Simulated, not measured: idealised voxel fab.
process module | voxel fin reveal
cross-section cut | 210 nm wide | cells 5 nm
A cross-section is a grid of square cells, given in bands from the top down. A band is one or more rows of cells.
Each band's line starts with the height of the band's top and of its bottom, in nm. Then come its materials from left to right, each with its width in nm. One material with "throughout" fills the band from edge to edge. "air" is empty space.
Height 0 is the level under which the wafer as received is all one material. The lowest band goes on downwards, as in "0 down".
A width such as "30 to 40" changes by the same amount from each row of cells to the next, from the band's top row to its bottom row.
"no change" after a step means that no cell of the cross-section changed.
closed voids: empty space of 8 cells or more with no open way to the top, each as width x height at its distance from the left edge, in nm
after a step's settings: what the simulator itself notes on the step
overlay nm, on a step with a mask: how far to the right of its planned place the mask lay; to the left if negative
plan
1 op RECEIVE | material Si
2 op CONFORMAL_DEP | material SiN | thk nm 5
3 op PATTERN | tone cover | mask id FINS | material resist | width nm 15 | pitch nm 45 | thk nm 15 | overlay nm 0
4 op DIRECTIONAL_ETCH | etch materials SiN | depth nm 5
5 op DIRECTIONAL_ETCH | etch materials Si | depth nm 35
6 op STRIP | etch materials resist
7 op FILL_DEP | material SiO2 | thk nm 15
8 op CMP | height nm 5
9 op SELECTIVE_ETCH | etch materials SiO2 | depth nm 30
10 op STRIP | etch materials SiN
11 op CONFORMAL_DEP | material HfO2 | thk nm 5
first wafer, as planned
as received, after step 1
  0 down: Si throughout
  closed voids: none
after step 2
  5 to 0: SiN throughout
  below 0: unchanged
after step 3
  20 to 5: air 50 | resist 15 | air 30 | resist 15 | air 30 | resist 15 | air 55
  below 5: unchanged
after step 4
  20 to 5: air 50 | resist 15 | air 30 | resist 15 | air 30 | resist 15 | air 55
  5 to 0: air 50 | SiN 15 | air 30 | SiN 15 | air 30 | SiN 15 | air 55
  below 0: unchanged
after step 5
  20 to 5: air 50 | resist 15 | air 30 | resist 15 | air 30 | resist 15 | air 55
  5 to 0: air 50 | SiN 15 | air 30 | SiN 15 | air 30 | SiN 15 | air 55
  0 to -35: air 50 | Si 15 | air 30 | Si 15 | air 30 | Si 15 | air 55
  below -35: unchanged
after step 6
  5 to 0: air 50 | SiN 15 | air 30 | SiN 15 | air 30 | SiN 15 | air 55
  below 0: unchanged
after step 7
  20 to 5: SiO2 throughout
  5 to 0: SiO2 50 | SiN 15 | SiO2 30 | SiN 15 | SiO2 30 | SiN 15 | SiO2 55
  0 to -35: SiO2 50 | Si 15 | SiO2 30 | Si 15 | SiO2 30 | Si 15 | SiO2 55
  below -35: unchanged
after step 8
  5 to 0: SiO2 50 | SiN 15 | SiO2 30 | SiN 15 | SiO2 30 | SiN 15 | SiO2 55
  below 0: unchanged
after step 9
  5 to 0: air 50 | SiN 15 | air 30 | SiN 15 | air 30 | SiN 15 | air 55
  0 to -25: air 50 | Si 15 | air 30 | Si 15 | air 30 | Si 15 | air 55
  below -25: unchanged
after step 10
  0 to -25: air 50 | Si 15 | air 30 | Si 15 | air 30 | Si 15 | air 55
  below -25: unchanged
after step 11
  5 to 0: air 45 | HfO2 25 | air 20 | HfO2 25 | air 20 | HfO2 25 | air 50
  0 to -20: air 45 | HfO2 5 | Si 15 | HfO2 5 | air 20 | HfO2 5 | Si 15 | HfO2 5 | air 20 | HfO2 5 | Si 15 | HfO2 5 | air 50
  -20 to -25: HfO2 50 | Si 15 | HfO2 30 | Si 15 | HfO2 30 | Si 15 | HfO2 55
  below -25: unchanged
second wafer: like start, like plan, one mistake. Through step 2 it matches the first wafer
when step 3 should have ended
  20 to 5: resist 50 | air 15 | resist 30 | air 15 | resist 30 | air 15 | resist 55
  below 5: unchanged
when step 4 should have ended
  20 to 5: resist 50 | air 15 | resist 30 | air 15 | resist 30 | air 15 | resist 55
  5 to 0: SiN 50 | air 15 | SiN 30 | air 15 | SiN 30 | air 15 | SiN 55
  below 0: unchanged
when step 5 should have ended
  20 to 5: resist 50 | air 15 | resist 30 | air 15 | resist 30 | air 15 | resist 55
  5 to 0: SiN 50 | air 15 | SiN 30 | air 15 | SiN 30 | air 15 | SiN 55
  0 to -35: Si 50 | air 15 | Si 30 | air 15 | Si 30 | air 15 | Si 55
  below -35: unchanged
when step 6 should have ended
  5 to 0: SiN 50 | air 15 | SiN 30 | air 15 | SiN 30 | air 15 | SiN 55
  below 0: unchanged
when step 7 should have ended
  20 to 5: SiO2 throughout
  5 to 0: SiN 50 | SiO2 15 | SiN 30 | SiO2 15 | SiN 30 | SiO2 15 | SiN 55
  0 to -35: Si 50 | SiO2 15 | Si 30 | SiO2 15 | Si 30 | SiO2 15 | Si 55
  below -35: unchanged
when step 8 should have ended
  5 to 0: SiN 50 | SiO2 15 | SiN 30 | SiO2 15 | SiN 30 | SiO2 15 | SiN 55
  below 0: unchanged
when step 9 should have ended
  5 to 0: SiN 50 | air 15 | SiN 30 | air 15 | SiN 30 | air 15 | SiN 55
  0 to -25: Si 50 | air 15 | Si 30 | air 15 | Si 30 | air 15 | Si 55
  below -25: unchanged
when step 10 should have ended
  0 to -25: Si 50 | air 15 | Si 30 | air 15 | Si 30 | air 15 | Si 55
  below -25: unchanged
when step 11 should have ended
  5 to 0: HfO2 55 | air 5 | HfO2 40 | air 5 | HfO2 40 | air 5 | HfO2 60
  0 to -20: Si 50 | HfO2 5 | air 5 | HfO2 5 | Si 30 | HfO2 5 | air 5 | HfO2 5 | Si 30 | HfO2 5 | air 5 | HfO2 5 | Si 55
  -20 to -25: Si 50 | HfO2 15 | Si 30 | HfO2 15 | Si 30 | HfO2 15 | Si 55
  below -25: unchanged
what went wrong: step 3 ran as: op PATTERN | tone open | mask id FINS | material resist | width nm 15 | pitch nm 45 | thk nm 15 | overlay nm 0
at the end the second wafer has, in cells: 168 more of Si | 48 fewer of SiO2
